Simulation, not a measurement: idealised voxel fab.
A process module follows: voxel capacitor over wiring.
Section shown: cut. Width: 280 nm. Cell size: 5 nm, square.
Bands, listed from the top down, are how a cross-section gets written in this document; the cross-section itself is a grid of square cells, and a band is one or more rows of them. For a band, the entry starts with two heights in nm, that of the top and then that of the bottom, and carries on with the band's materials in order from left to right, each alongside its width in nm; the word "all across" beside a single material means it fills the band edge to edge, and "blank" means empty space. For the purposes of this specification, 0 denotes the height below which the wafer in its as-received condition is composed wholly of one material, and the lowermost band, lacking a lower limit, extends downward without end, as expressed in "0 down". Think of "30->40" as a width that walks from the first number to the second as you go down the band, top row to bottom row, taking equal-sized steps from row to row. Given "all unchanged" for a step, no cell of the cross-section differs between before and after that step. Entry "Unvented internal voids". Content: empty spaces with no open connection to the top, size 8 cells or greater. Each: width x height at distance. Distance: from left edge. Unit: nm. Note: text after step settings on the step line = simulator remark on that step. "overlay nm" answers the question of how far to the right of plan the mask lay on a step that has a mask, and when it is negative the answer is to the left. Heads up before you read on: it's before/after pairs around one process step each, after side only down to the lowest band that changed, step plus settings under the pair. Pairs can be from different runs of this module, same starting wafer, so only chain a pair onto the one above if its "Before step" entry says so.

Before step
0 down | Si all across
Unvented internal voids: none

Post-Process Section
10 to 0 | SiO2 all across
Rest of section, below 0: as before.
Unvented internal voids: none
Process step (between the before and after cross-sections above): CONFORMAL_DEP with material SiO2, thk nm 10

Before step: the after view from the pair directly above serves as the before view here.

Post-Process Section
15 to 10 | SiN all across
Rest of section, below 10: as before.
Unvented internal voids: none
Process step (between the before and after cross-sections above): CONFORMAL_DEP with material SiN, thk nm 5

Before step: the after view from the pair directly above serves as the before view here.

Post-Process Section
35 to 15 | lowk all across
Rest of section, below 15: as before.
Unvented internal voids: none
Process step (between the before and after cross-sections above): DIRECTIONAL_DEP with material lowk, thk nm 20

Before step: the after view from the pair directly above serves as the before view here.

Post-Process Section
45 to 35 | aC all across
Rest of section, below 35: as before.
Unvented internal voids: none
Process step (between the before and after cross-sections above): DIRECTIONAL_DEP with material aC, thk nm 10

Before step: the after view from the pair directly above serves as the before view here.

Post-Process Section
70 to 45 | 85 of resist, then 30 of blank, then 50 of resist, then 30 of blank, then 85 of resist
Rest of section, below 45: as before.
Unvented internal voids: none
Process step (between the before and after cross-sections above): PATTERN with tone open, mask id METAL_1, material resist, width nm 30, pitch nm 80, thk nm 25, overlay nm 0

Before step: the after view from the pair directly above serves as the before view here.

Post-Process Section
60 to 45 | 85 of resist, then 30 of blank, then 50 of resist, then 30 of blank, then 85 of resist
45 to 35 | 85 of aC, then 30 of blank, then 50 of aC, then 30 of blank, then 85 of aC
Rest of section, below 35: as before.
Unvented internal voids: none
Process step (between the before and after cross-sections above): DIRECTIONAL_ETCH with etch materials aC, depth nm 10

Before step: the after view from the pair directly above serves as the before view here.

Post-Process Section
45 to 35 | 85 of aC, then 30 of blank, then 50 of aC, then 30 of blank, then 85 of aC
Rest of section, below 35: as before.
Unvented internal voids: none
Process step (between the before and after cross-sections above): STRIP with etch materials resist

Before step: the after view from the pair directly above serves as the before view here.

Post-Process Section
45 to 35 | 85 of aC, then 30 of blank, then 50 of aC, then 30 of blank, then 85 of aC
35 to 15 | 85 of lowk, then 30 of blank, then 50 of lowk, then 30 of blank, then 85 of lowk
Rest of section, below 15: as before.
Unvented internal voids: none
Process step (between the before and after cross-sections above): DIRECTIONAL_ETCH with etch materials lowk, depth nm 20

Before step: the after view from the pair directly above serves as the before view here.

Post-Process Section
45 to 35 | 85 of aC, then 30 of blank, then 50 of aC, then 30 of blank, then 85 of aC
35 to 15 | 85 of lowk, then 30 of blank, then 50 of lowk, then 30 of blank, then 85 of lowk
15 to 10 | 85 of SiN, then 30 of blank, then 50 of SiN, then 30 of blank, then 85 of SiN
Rest of section, below 10: as before.
Unvented internal voids: none
Process step (between the before and after cross-sections above): DIRECTIONAL_ETCH with etch materials SiN, depth nm 5

Before step: the after view from the pair directly above serves as the before view here.

Post-Process Section
35 to 15 | 85 of lowk, then 30 of blank, then 50 of lowk, then 30 of blank, then 85 of lowk
Rest of section, below 15: as before.
Unvented internal voids: none
Process step (between the before and after cross-sections above): STRIP with etch materials aC

Before step: the after view from the pair directly above serves as the before view here.

Post-Process Section
40 to 35 | 90 of TiN, then 20 of blank, then 60 of TiN, then 20 of blank, then 90 of TiN
35 to 15 | 85 of lowk, then 5 of TiN, then 20 of blank, then 5 of TiN, then 50 of lowk, then 5 of TiN, then 20 of blank, then 5 of TiN, then 85 of lowk
15 to 10 | 85 of SiN, then 30 of TiN, then 50 of SiN, then 30 of TiN, then 85 of SiN
Rest of section, below 10: as before.
Unvented internal voids: none
Process step (between the before and after cross-sections above): CONFORMAL_DEP with material TiN, thk nm 5

Before step: the after view from the pair directly above serves as the before view here.

Post-Process Section
50 to 40 | Ru all across
40 to 35 | 90 of TiN, then 20 of Ru, then 60 of TiN, then 20 of Ru, then 90 of TiN
35 to 15 | 85 of lowk, then 5 of TiN, then 20 of Ru, then 5 of TiN, then 50 of lowk, then 5 of TiN, then 20 of Ru, then 5 of TiN, then 85 of lowk
Rest of section, below 15: as before.
Unvented internal voids: none
Process step (between the before and after cross-sections above): FILL_DEP with material Ru, thk nm 10

Before step: the after view from the pair directly above serves as the before view here.

Post-Process Section
35 to 15 | 85 of lowk, then 5 of TiN, then 20 of Ru, then 5 of TiN, then 50 of lowk, then 5 of TiN, then 20 of Ru, then 5 of TiN, then 85 of lowk
Rest of section, below 15: as before.
Unvented internal voids: none
Process step (between the before and after cross-sections above): CMP with height nm 35

Before step: the after view from the pair directly above serves as the before view here.

Post-Process Section
40 to 35 | 80 of blank, then 40 of Ru, then 40 of blank, then 40 of Ru, then 80 of blank
Rest of section, below 35: as before.
Unvented internal voids: none
Process step (between the before and after cross-sections above): EPI with material Ru, thk nm 5

Before step: the after view from the pair directly above serves as the before view here.

Post-Process Section
45 to 40 | SiCN all across
40 to 35 | 80 of SiCN, then 40 of Ru, then 40 of SiCN, then 40 of Ru, then 80 of SiCN
Rest of section, below 35: as before.
Unvented internal voids: none
Process step (between the before and after cross-sections above): FILL_DEP with material SiCN, thk nm 5

Before step: the after view from the pair directly above serves as the before view here.

Post-Process Section
65 to 45 | SiO2 all across
Rest of section, below 45: as before.
Unvented internal voids: none
Process step (between the before and after cross-sections above): DIRECTIONAL_DEP with material SiO2, thk nm 20

Before step: the after view from the pair directly above serves as the before view here.

Post-Process Section
80 to 65 | 100 of resist, then 15 of blank, then 165 of resist
Rest of section, below 65: as before.
Unvented internal voids: none
Process step (between the before and after cross-sections above): PATTERN with tone open, mask id PLUG_1, material resist, width nm 15, thk nm 15, overlay nm 0

Before step: the after view from the pair directly above serves as the before view here.

Post-Process Section
80 to 65 | 100 of resist, then 15 of blank, then 165 of resist
65 to 45 | 100 of SiO2, then 15 of blank, then 165 of SiO2
Rest of section, below 45: as before.
Unvented internal voids: none
Process step (between the before and after cross-sections above): DIRECTIONAL_ETCH with etch materials SiO2, depth nm 20

Before step: the after view from the pair directly above serves as the before view here.

Post-Process Section
80 to 65 | 100 of resist, then 15 of blank, then 165 of resist
65 to 45 | 100 of SiO2, then 15 of blank, then 165 of SiO2
45 to 40 | 100 of SiCN, then 15 of blank, then 165 of SiCN
Rest of section, below 40: as before.
Unvented internal voids: none
Process step (between the before and after cross-sections above): DIRECTIONAL_ETCH with etch materials SiCN, depth nm 5

Before step: the after view from the pair directly above serves as the before view here.

Post-Process Section
65 to 45 | 100 of SiO2, then 15 of blank, then 165 of SiO2
Rest of section, below 45: as before.
Unvented internal voids: none
Process step (between the before and after cross-sections above): STRIP with etch materials resist

Before step: the after view from the pair directly above serves as the before view here.

Post-Process Section
65 to 50 | 100 of SiO2, then 15 of blank, then 165 of SiO2
50 to 45 | 100 of SiO2, then 15 of Ru, then 165 of SiO2
45 to 40 | 100 of SiCN, then 15 of Ru, then 165 of SiCN
Rest of section, below 40: as before.
Unvented internal voids: none
Process step (between the before and after cross-sections above): EPI with material Ru, thk nm 10

Before step: the after view from the pair directly above serves as the before view here.

Post-Process Section
65 to 60 | 100 of SiO2, then 15 of blank, then 165 of SiO2
60 to 45 | 100 of SiO2, then 15 of Ru, then 165 of SiO2
Rest of section, below 45: as before.
Unvented internal voids: none
Process step (between the before and after cross-sections above): EPI with material Ru, thk nm 10

Before step: the after view from the pair directly above serves as the before view here.

Post-Process Section
65 to 45 | 100 of SiO2, then 15 of Ru, then 165 of SiO2
Rest of section, below 45: as before.
Unvented internal voids: none
Process step (between the before and after cross-sections above): EPI with material Ru, thk nm 5

Before step: the after view from the pair directly above serves as the before view here.

Post-Process Section
70 to 65 | TiN all across
Rest of section, below 65: as before.
Unvented internal voids: none
Process step (between the before and after cross-sections above): DIRECTIONAL_DEP with material TiN, thk nm 5

Before step: the after view from the pair directly above serves as the before view here.

Post-Process Section
75 to 70 | Al2O3 all across
Rest of section, below 70: as before.
Unvented internal voids: none
Process step (between the before and after cross-sections above): DIRECTIONAL_DEP with material Al2O3, thk nm 5

Before step: the after view from the pair directly above serves as the before view here.

Post-Process Section
80 to 75 | TiN all across
Rest of section, below 75: as before.
Unvented internal voids: none
Process step (between the before and after cross-sections above): DIRECTIONAL_DEP with material TiN, thk nm 5

Before step: the after view from the pair directly above serves as the before view here.

Post-Process Section
80 to 75 | 100 of blank, then 55 of TiN, then 125 of blank
Rest of section, below 75: as before.
Unvented internal voids: none
Process step (between the before and after cross-sections above): MASKED_ETCH with tone cover, mask id UPPER_PLATE, width nm 55, etch materials TiN, depth nm 5, overlay nm 0

Before step: the after view from the pair directly above serves as the before view here.

Post-Process Section
80 to 75 | 100 of blank, then 55 of TiN, then 125 of blank
75 to 70 | 100 of blank, then 55 of Al2O3, then 125 of blank
Rest of section, below 70: as before.
Unvented internal voids: none
Process step (between the before and after cross-sections above): MASKED_ETCH with tone cover, mask id UPPER_PLATE, width nm 55, etch materials Al2O3, depth nm 5, overlay nm 0

Before step: the after view from the pair directly above serves as the before view here.

Post-Process Section
100 to 80 | 95 of blank, then 65 of resist, then 120 of blank
80 to 75 | 95 of blank, then 5 of resist, then 55 of TiN, then 5 of resist, then 120 of blank
75 to 70 | 95 of blank, then 5 of resist, then 55 of Al2O3, then 5 of resist, then 120 of blank
Rest of section, below 70: as before.
Unvented internal voids: none
Process step (between the before and after cross-sections above): PATTERN with tone cover, mask id LOWER_PLATE, material resist, width nm 65, thk nm 20, overlay nm 0

Before step: the after view from the pair directly above serves as the before view here.

Post-Process Section
100 to 80 | 95 of blank, then 65 of resist, then 120 of blank
80 to 75 | 95 of blank, then 5 of resist, then 55 of TiN, then 5 of resist, then 120 of blank
75 to 70 | 95 of blank, then 5 of resist, then 55 of Al2O3, then 5 of resist, then 120 of blank
70 to 65 | 95 of blank, then 65 of TiN, then 120 of blank
Rest of section, below 65: as before.
Unvented internal voids: none
Process step (between the before and after cross-sections above): DIRECTIONAL_ETCH with etch materials TiN, depth nm 5

Before step: the after view from the pair directly above serves as the before view here.

Post-Process Section
80 to 75 | 100 of blank, then 55 of TiN, then 125 of blank
75 to 70 | 100 of blank, then 55 of Al2O3, then 125 of blank
Rest of section, below 70: as before.
Unvented internal voids: none
Process step (between the before and after cross-sections above): STRIP with etch materials resist

Before step: the after view from the pair directly above serves as the before view here.

Post-Process Section
95 to 80 | SiO2 all across
80 to 75 | 100 of SiO2, then 55 of TiN, then 125 of SiO2
75 to 70 | 100 of SiO2, then 55 of Al2O3, then 125 of SiO2
70 to 65 | 95 of SiO2, then 65 of TiN, then 120 of SiO2
Rest of section, below 65: as before.
Unvented internal voids: none
Process step (between the before and after cross-sections above): FILL_DEP with material SiO2, thk nm 15

Before step: the after view from the pair directly above serves as the before view here.

Post-Process Section
90 to 80 | SiO2 all across
Rest of section, below 80: as before.
Unvented internal voids: none
Process step (between the before and after cross-sections above): CMP with height nm 90

Before step: the after view from the pair directly above serves as the before view here.

Post-Process Section
110 to 90 | 110 of resist, then 15 of blank, then 155 of resist
Rest of section, below 90: as before.
Unvented internal voids: none
Process step (between the before and after cross-sections above): PATTERN with tone open, mask id PLUG_2, material resist, width nm 15, thk nm 20, overlay nm 0

Before step: the after view from the pair directly above serves as the before view here.

Post-Process Section
110 to 90 | 110 of resist, then 15 of blank, then 155 of resist
90 to 80 | 110 of SiO2, then 15 of blank, then 155 of SiO2
Rest of section, below 80: as before.
Unvented internal voids: none
Process step (between the before and after cross-sections above): DIRECTIONAL_ETCH with etch materials SiO2, depth nm 10

Before step: the after view from the pair directly above serves as the before view here.

Post-Process Section
90 to 80 | 110 of SiO2, then 15 of blank, then 155 of SiO2
Rest of section, below 80: as before.
Unvented internal voids: none
Process step (between the before and after cross-sections above): STRIP with etch materials resist

Before step: the after view from the pair directly above serves as the before view here.

Post-Process Section
95 to 90 | 115 of TiN, then 5 of blank, then 160 of TiN
90 to 85 | 110 of SiO2, then 5 of TiN, then 5 of blank, then 5 of TiN, then 155 of SiO2
85 to 75 | 110->100 of SiO2, then 15->55 of TiN, then 155->125 of SiO2
Rest of section, below 75: as before.
Unvented internal voids: none
Process step (between the before and after cross-sections above): CONFORMAL_DEP with material TiN, thk nm 5

Before step: the after view from the pair directly above serves as the before view here.

Post-Process Section
100 to 95 | W all across
95 to 90 | 115 of TiN, then 5 of W, then 160 of TiN
90 to 85 | 110 of SiO2, then 5 of TiN, then 5 of W, then 5 of TiN, then 155 of SiO2
Rest of section, below 85: as before.
Unvented internal voids: none
Process step (between the before and after cross-sections above): FILL_DEP with material W, thk nm 5

Before step: the after view from the pair directly above serves as the before view here.

Post-Process Section
90 to 85 | 110 of SiO2, then 5 of TiN, then 5 of W, then 5 of TiN, then 155 of SiO2
Rest of section, below 85: as before.
Unvented internal voids: none
Process step (between the before and after cross-sections above): CMP with height nm 90

Before step: the after view from the pair directly above serves as the before view here.

Post-Process Section
95 to 90 | SiN all across
Rest of section, below 90: as before.
Unvented internal voids: none
Process step (between the before and after cross-sections above): CONFORMAL_DEP with material SiN, thk nm 5

Before step
50 to 40 | Ru all across
40 to 35 | 90 of TiN, then 20 of Ru, then 60 of TiN, then 20 of Ru, then 90 of TiN
35 to 15 | 85 of lowk, then 5 of TiN, then 20 of Ru, then 5 of TiN, then 50 of lowk, then 5 of TiN, then 20 of Ru, then 5 of TiN, then 85 of lowk
15 to 10 | 85 of SiN, then 30 of TiN, then 50 of SiN, then 30 of TiN, then 85 of SiN
10 to 0 | SiO2 all across
0 down | Si all across
Unvented internal voids: none

Post-Process Section
55 to 40 | Ru all across
Rest of section, below 40: as before.
Unvented internal voids: none
Process step (between the before and after cross-sections above): EPI with material Ru, thk nm 5

Before step: the after view from the pair directly above serves as the before view here.

Post-Process Section
60 to 55 | SiCN all across
Rest of section, below 55: as before.
Unvented internal voids: none
Process step (between the before and after cross-sections above): FILL_DEP with material SiCN, thk nm 5

Before step: the after view from the pair directly above serves as the before view here.

Post-Process Section
80 to 60 | SiO2 all across
Rest of section, below 60: as before.
Unvented internal voids: none
Process step (between the before and after cross-sections above): DIRECTIONAL_DEP with material SiO2, thk nm 20

Before step: the after view from the pair directly above serves as the before view here.

Post-Process Section
95 to 80 | 100 of resist, then 15 of blank, then 165 of resist
Rest of section, below 80: as before.
Unvented internal voids: none
Process step (between the before and after cross-sections above): PATTERN with tone open, mask id PLUG_1, material resist, width nm 15, thk nm 15, overlay nm 0

Before step: the after view from the pair directly above serves as the before view here.

Post-Process Section
95 to 80 | 100 of resist, then 15 of blank, then 165 of resist
80 to 60 | 100 of SiO2, then 15 of blank, then 165 of SiO2
Rest of section, below 60: as before.
Unvented internal voids: none
Process step (between the before and after cross-sections above): DIRECTIONAL_ETCH with etch materials SiO2, depth nm 20

Before step: the after view from the pair directly above serves as the before view here.

Post-Process Section
95 to 80 | 100 of resist, then 15 of blank, then 165 of resist
80 to 60 | 100 of SiO2, then 15 of blank, then 165 of SiO2
60 to 55 | 100 of SiCN, then 15 of blank, then 165 of SiCN
Rest of section, below 55: as before.
Unvented internal voids: none
Process step (between the before and after cross-sections above): DIRECTIONAL_ETCH with etch materials SiCN, depth nm 5

Before step: the after view from the pair directly above serves as the before view here.

Post-Process Section
80 to 60 | 100 of SiO2, then 15 of blank, then 165 of SiO2
Rest of section, below 60: as before.
Unvented internal voids: none
Process step (between the before and after cross-sections above): STRIP with etch materials resist

Before step: the after view from the pair directly above serves as the before view here.

Post-Process Section
80 to 65 | 100 of SiO2, then 15 of blank, then 165 of SiO2
65 to 60 | 100 of SiO2, then 15 of Ru, then 165 of SiO2
60 to 55 | 100 of SiCN, then 15 of Ru, then 165 of SiCN
Rest of section, below 55: as before.
Unvented internal voids: none
Process step (between the before and after cross-sections above): EPI with material Ru, thk nm 10

Before step: the after view from the pair directly above serves as the before view here.

Post-Process Section
80 to 75 | 100 of SiO2, then 15 of blank, then 165 of SiO2
75 to 60 | 100 of SiO2, then 15 of Ru, then 165 of SiO2
Rest of section, below 60: as before.
Unvented internal voids: none
Process step (between the before and after cross-sections above): EPI with material Ru, thk nm 10

Before step: the after view from the pair directly above serves as the before view here.

Post-Process Section
80 to 60 | 100 of SiO2, then 15 of Ru, then 165 of SiO2
Rest of section, below 60: as before.
Unvented internal voids: none
Process step (between the before and after cross-sections above): EPI with material Ru, thk nm 5

Before step: the after view from the pair directly above serves as the before view here.

Post-Process Section
85 to 80 | TiN all across
Rest of section, below 80: as before.
Unvented internal voids: none
Process step (between the before and after cross-sections above): DIRECTIONAL_DEP with material TiN, thk nm 5

Before step: the after view from the pair directly above serves as the before view here.

Post-Process Section
90 to 85 | Al2O3 all across
Rest of section, below 85: as before.
Unvented internal voids: none
Process step (between the before and after cross-sections above): DIRECTIONAL_DEP with material Al2O3, thk nm 5

Before step: the after view from the pair directly above serves as the before view here.

Post-Process Section
95 to 90 | TiN all across
Rest of section, below 90: as before.
Unvented internal voids: none
Process step (between the before and after cross-sections above): DIRECTIONAL_DEP with material TiN, thk nm 5

Before step: the after view from the pair directly above serves as the before view here.

Post-Process Section
95 to 90 | 100 of blank, then 55 of TiN, then 125 of blank
Rest of section, below 90: as before.
Unvented internal voids: none
Process step (between the before and after cross-sections above): MASKED_ETCH with tone cover, mask id UPPER_PLATE, width nm 55, etch materials TiN, depth nm 5, overlay nm 0

Before step: the after view from the pair directly above serves as the before view here.

Post-Process Section
95 to 90 | 100 of blank, then 55 of TiN, then 125 of blank
90 to 85 | 100 of blank, then 55 of Al2O3, then 125 of blank
Rest of section, below 85: as before.
Unvented internal voids: none
Process step (between the before and after cross-sections above): MASKED_ETCH with tone cover, mask id UPPER_PLATE, width nm 55, etch materials Al2O3, depth nm 5, overlay nm 0

Before step: the after view from the pair directly above serves as the before view here.

Post-Process Section
115 to 95 | 95 of blank, then 65 of resist, then 120 of blank
95 to 90 | 95 of blank, then 5 of resist, then 55 of TiN, then 5 of resist, then 120 of blank
90 to 85 | 95 of blank, then 5 of resist, then 55 of Al2O3, then 5 of resist, then 120 of blank
Rest of section, below 85: as before.
Unvented internal voids: none
Process step (between the before and after cross-sections above): PATTERN with tone cover, mask id LOWER_PLATE, material resist, width nm 65, thk nm 20, overlay nm 0

Before step: the after view from the pair directly above serves as the before view here.

Post-Process Section
115 to 95 | 95 of blank, then 65 of resist, then 120 of blank
95 to 90 | 95 of blank, then 5 of resist, then 55 of TiN, then 5 of resist, then 120 of blank
90 to 85 | 95 of blank, then 5 of resist, then 55 of Al2O3, then 5 of resist, then 120 of blank
85 to 80 | 95 of blank, then 65 of TiN, then 120 of blank
Rest of section, below 80: as before.
Unvented internal voids: none
Process step (between the before and after cross-sections above): DIRECTIONAL_ETCH with etch materials TiN, depth nm 5

Before step: the after view from the pair directly above serves as the before view here.

Post-Process Section
95 to 90 | 100 of blank, then 55 of TiN, then 125 of blank
90 to 85 | 100 of blank, then 55 of Al2O3, then 125 of blank
Rest of section, below 85: as before.
Unvented internal voids: none
Process step (between the before and after cross-sections above): STRIP with etch materials resist

Before step: the after view from the pair directly above serves as the before view here.

Post-Process Section
110 to 95 | SiO2 all across
95 to 90 | 100 of SiO2, then 55 of TiN, then 125 of SiO2
90 to 85 | 100 of SiO2, then 55 of Al2O3, then 125 of SiO2
85 to 80 | 95 of SiO2, then 65 of TiN, then 120 of SiO2
Rest of section, below 80: as before.
Unvented internal voids: none
Process step (between the before and after cross-sections above): FILL_DEP with material SiO2, thk nm 15

Before step: the after view from the pair directly above serves as the before view here.

Post-Process Section
90 to 85 | 100 of SiO2, then 55 of Al2O3, then 125 of SiO2
Rest of section, below 85: as before.
Unvented internal voids: none
Process step (between the before and after cross-sections above): CMP with height nm 90

Before step: the after view from the pair directly above serves as the before view here.

Post-Process Section
110 to 90 | 110 of resist, then 15 of blank, then 155 of resist
Rest of section, below 90: as before.
Unvented internal voids: none
Process step (between the before and after cross-sections above): PATTERN with tone open, mask id PLUG_2, material resist, width nm 15, thk nm 20, overlay nm 0

Before step: the after view from the pair directly above serves as the before view here.

Post-Process Section
90 to 85 | 100 of SiO2, then 55 of Al2O3, then 125 of SiO2
Rest of section, below 85: as before.
Unvented internal voids: none
Process step (between the before and after cross-sections above): STRIP with etch materials resist

Before step: the after view from the pair directly above serves as the before view here.

Post-Process Section
95 to 90 | TiN all across
Rest of section, below 90: as before.
Unvented internal voids: none
Process step (between the before and after cross-sections above): CONFORMAL_DEP with material TiN, thk nm 5

Before step: the after view from the pair directly above serves as the before view here.

Post-Process Section
100 to 95 | W all across
Rest of section, below 95: as before.
Unvented internal voids: none
Process step (between the before and after cross-sections above): FILL_DEP with material W, thk nm 5

Before step: the after view from the pair directly above serves as the before view here.

Post-Process Section
90 to 85 | 100 of SiO2, then 55 of Al2O3, then 125 of SiO2
Rest of section, below 85: as before.
Unvented internal voids: none
Process step (between the before and after cross-sections above): CMP with height nm 90

Before step: the after view from the pair directly above serves as the before view here.

Post-Process Section
95 to 90 | SiN all across
Rest of section, below 90: as before.
Unvented internal voids: none
Process step (between the before and after cross-sections above): CONFORMAL_DEP with material SiN, thk nm 5

Before step
65 to 45 | SiO2 all across
45 to 40 | SiCN all across
40 to 35 | 80 of SiCN, then 40 of Ru, then 40 of SiCN, then 40 of Ru, then 80 of SiCN
35 to 15 | 85 of lowk, then 5 of TiN, then 20 of Ru, then 5 of TiN, then 50 of lowk, then 5 of TiN, then 20 of Ru, then 5 of TiN, then 85 of lowk
15 to 10 | 85 of SiN, then 30 of TiN, then 50 of SiN, then 30 of TiN, then 85 of SiN
10 to 0 | SiO2 all across
0 down | Si all across
Unvented internal voids: none

Post-Process Section
85 to 45 | SiO2 all across
Rest of section, below 45: as before.
Unvented internal voids: none
Process step (between the before and after cross-sections above): DIRECTIONAL_DEP with material SiO2, thk nm 20

Before step: the after view from the pair directly above serves as the before view here.

Post-Process Section
100 to 85 | 100 of resist, then 15 of blank, then 165 of resist
Rest of section, below 85: as before.
Unvented internal voids: none
Process step (between the before and after cross-sections above): PATTERN with tone open, mask id PLUG_1, material resist, width nm 15, thk nm 15, overlay nm 0

Before step: the after view from the pair directly above serves as the before view here.

Post-Process Section
100 to 85 | 100 of resist, then 15 of blank, then 165 of resist
85 to 65 | 100 of SiO2, then 15 of blank, then 165 of SiO2
Rest of section, below 65: as before.
Unvented internal voids: none
Process step (between the before and after cross-sections above): DIRECTIONAL_ETCH with etch materials SiO2, depth nm 20

Before step: the after view from the pair directly above serves as the before view here.

Post-Process Section
85 to 65 | 100 of SiO2, then 15 of blank, then 165 of SiO2
Rest of section, below 65: as before.
Unvented internal voids: none
Process step (between the before and after cross-sections above): STRIP with etch materials resist

Before step: the after view from the pair directly above serves as the before view here.

Post-Process Section
90 to 85 | 100 of TiN, then 15 of blank, then 165 of TiN
85 to 70 | 100 of SiO2, then 15 of blank, then 165 of SiO2
70 to 65 | 100 of SiO2, then 15 of TiN, then 165 of SiO2
Rest of section, below 65: as before.
Unvented internal voids: none
Process step (between the before and after cross-sections above): DIRECTIONAL_DEP with material TiN, thk nm 5

Before step: the after view from the pair directly above serves as the before view here.

Post-Process Section
95 to 90 | 100 of Al2O3, then 15 of blank, then 165 of Al2O3
90 to 85 | 100 of TiN, then 15 of blank, then 165 of TiN
85 to 75 | 100 of SiO2, then 15 of blank, then 165 of SiO2
75 to 70 | 100 of SiO2, then 15 of Al2O3, then 165 of SiO2
Rest of section, below 70: as before.
Unvented internal voids: none
Process step (between the before and after cross-sections above): DIRECTIONAL_DEP with material Al2O3, thk nm 5

Before step: the after view from the pair directly above serves as the before view here.

Post-Process Section
100 to 95 | 100 of TiN, then 15 of blank, then 165 of TiN
95 to 90 | 100 of Al2O3, then 15 of blank, then 165 of Al2O3
90 to 85 | 100 of TiN, then 15 of blank, then 165 of TiN
85 to 80 | 100 of SiO2, then 15 of blank, then 165 of SiO2
80 to 75 | 100 of SiO2, then 15 of TiN, then 165 of SiO2
Rest of section, below 75: as before.
Unvented internal voids: none
Process step (between the before and after cross-sections above): DIRECTIONAL_DEP with material TiN, thk nm 5

Before step: the after view from the pair directly above serves as the before view here.

Post-Process Section
100 to 95 | 115 of blank, then 40 of TiN, then 125 of blank
Rest of section, below 95: as before.
Unvented internal voids: none
Process step (between the before and after cross-sections above): MASKED_ETCH with tone cover, mask id UPPER_PLATE, width nm 55, etch materials TiN, depth nm 5, overlay nm 0

Before step: the after view from the pair directly above serves as the before view here.

Post-Process Section
100 to 95 | 115 of blank, then 40 of TiN, then 125 of blank
95 to 90 | 115 of blank, then 40 of Al2O3, then 125 of blank
Rest of section, below 90: as before.
Unvented internal voids: none
Process step (between the before and after cross-sections above): MASKED_ETCH with tone cover, mask id UPPER_PLATE, width nm 55, etch materials Al2O3, depth nm 5, overlay nm 0

Before step: the after view from the pair directly above serves as the before view here.

Post-Process Section
120 to 100 | 95 of blank, then 65 of resist, then 120 of blank
100 to 95 | 95 of blank, then 20 of resist, then 40 of TiN, then 5 of resist, then 120 of blank
95 to 90 | 95 of blank, then 20 of resist, then 40 of Al2O3, then 5 of resist, then 120 of blank
90 to 85 | 100 of TiN, then 15 of resist, then 165 of TiN
85 to 80 | 100 of SiO2, then 15 of resist, then 165 of SiO2
Rest of section, below 80: as before.
Unvented internal voids: none
Process step (between the before and after cross-sections above): PATTERN with tone cover, mask id LOWER_PLATE, material resist, width nm 65, thk nm 20, overlay nm 0

Before step: the after view from the pair directly above serves as the before view here.

Post-Process Section
120 to 100 | 95 of blank, then 65 of resist, then 120 of blank
100 to 95 | 95 of blank, then 20 of resist, then 40 of TiN, then 5 of resist, then 120 of blank
95 to 90 | 95 of blank, then 20 of resist, then 40 of Al2O3, then 5 of resist, then 120 of blank
90 to 85 | 95 of blank, then 5 of TiN, then 15 of resist, then 45 of TiN, then 120 of blank
Rest of section, below 85: as before.
Unvented internal voids: none
Process step (between the before and after cross-sections above): DIRECTIONAL_ETCH with etch materials TiN, depth nm 5

Before step: the after view from the pair directly above serves as the before view here.

Post-Process Section
100 to 95 | 115 of blank, then 40 of TiN, then 125 of blank
95 to 90 | 115 of blank, then 40 of Al2O3, then 125 of blank
90 to 85 | 95 of blank, then 5 of TiN, then 15 of blank, then 45 of TiN, then 120 of blank
85 to 80 | 100 of SiO2, then 15 of blank, then 165 of SiO2
Rest of section, below 80: as before.
Unvented internal voids: none
Process step (between the before and after cross-sections above): STRIP with etch materials resist

Before step: the after view from the pair directly above serves as the before view here.

Post-Process Section
115 to 100 | SiO2 all across
100 to 95 | 115 of SiO2, then 40 of TiN, then 125 of SiO2
95 to 90 | 115 of SiO2, then 40 of Al2O3, then 125 of SiO2
90 to 85 | 95 of SiO2, then 5 of TiN, then 15 of SiO2, then 45 of TiN, then 120 of SiO2
85 to 80 | SiO2 all across
Rest of section, below 80: as before.
Unvented internal voids: none
Process step (between the before and after cross-sections above): FILL_DEP with material SiO2, thk nm 15

Before step: the after view from the pair directly above serves as the before view here.

Post-Process Section
90 to 85 | 95 of SiO2, then 5 of TiN, then 15 of SiO2, then 45 of TiN, then 120 of SiO2
Rest of section, below 85: as before.
Unvented internal voids: none
Process step (between the before and after cross-sections above): CMP with height nm 90

Before step: the after view from the pair directly above serves as the before view here.

Post-Process Section
110 to 90 | 110 of resist, then 15 of blank, then 155 of resist
Rest of section, below 90: as before.
Unvented internal voids: none
Process step (between the before and after cross-sections above): PATTERN with tone open, mask id PLUG_2, material resist, width nm 15, thk nm 20, overlay nm 0

Before step: the after view from the pair directly above serves as the before view here.

Post-Process Section
110 to 90 | 110 of resist, then 15 of blank, then 155 of resist
90 to 85 | 95 of SiO2, then 5 of TiN, then 10 of SiO2, then 5 of blank, then 45 of TiN, then 120 of SiO2
85 to 80 | 110 of SiO2, then 5 of blank, then 165 of SiO2
Rest of section, below 80: as before.
Unvented internal voids: none
Process step (between the before and after cross-sections above): DIRECTIONAL_ETCH with etch materials SiO2, depth nm 10

Before step: the after view from the pair directly above serves as the before view here.

Post-Process Section
90 to 85 | 95 of SiO2, then 5 of TiN, then 10 of SiO2, then 5 of blank, then 45 of TiN, then 120 of SiO2
Rest of section, below 85: as before.
Unvented internal voids: none
Process step (between the before and after cross-sections above): STRIP with etch materials resist

Before step: the after view from the pair directly above serves as the before view here.

Post-Process Section
95 to 90 | TiN all across
90 to 85 | 95 of SiO2, then 5 of TiN, then 10 of SiO2, then 50 of TiN, then 120 of SiO2
85 to 75 | 110->100 of SiO2, then 5->15 of TiN, then 165 of SiO2
Rest of section, below 75: as before.
Unvented internal voids: none
Process step (between the before and after cross-sections above): CONFORMAL_DEP with material TiN, thk nm 5

Before step: the after view from the pair directly above serves as the before view here.

Post-Process Section
100 to 95 | W all across
Rest of section, below 95: as before.
Unvented internal voids: none
Process step (between the before and after cross-sections above): FILL_DEP with material W, thk nm 5

Before step: the after view from the pair directly above serves as the before view here.

Post-Process Section
90 to 85 | 95 of SiO2, then 5 of TiN, then 10 of SiO2, then 50 of TiN, then 120 of SiO2
Rest of section, below 85: as before.
Unvented internal voids: none
Process step (between the before and after cross-sections above): CMP with height nm 90

Before step: the after view from the pair directly above serves as the before view here.

Post-Process Section
95 to 90 | SiN all across
Rest of section, below 90: as before.
Unvented internal voids: none
Process step (between the before and after cross-sections above): CONFORMAL_DEP with material SiN, thk nm 5
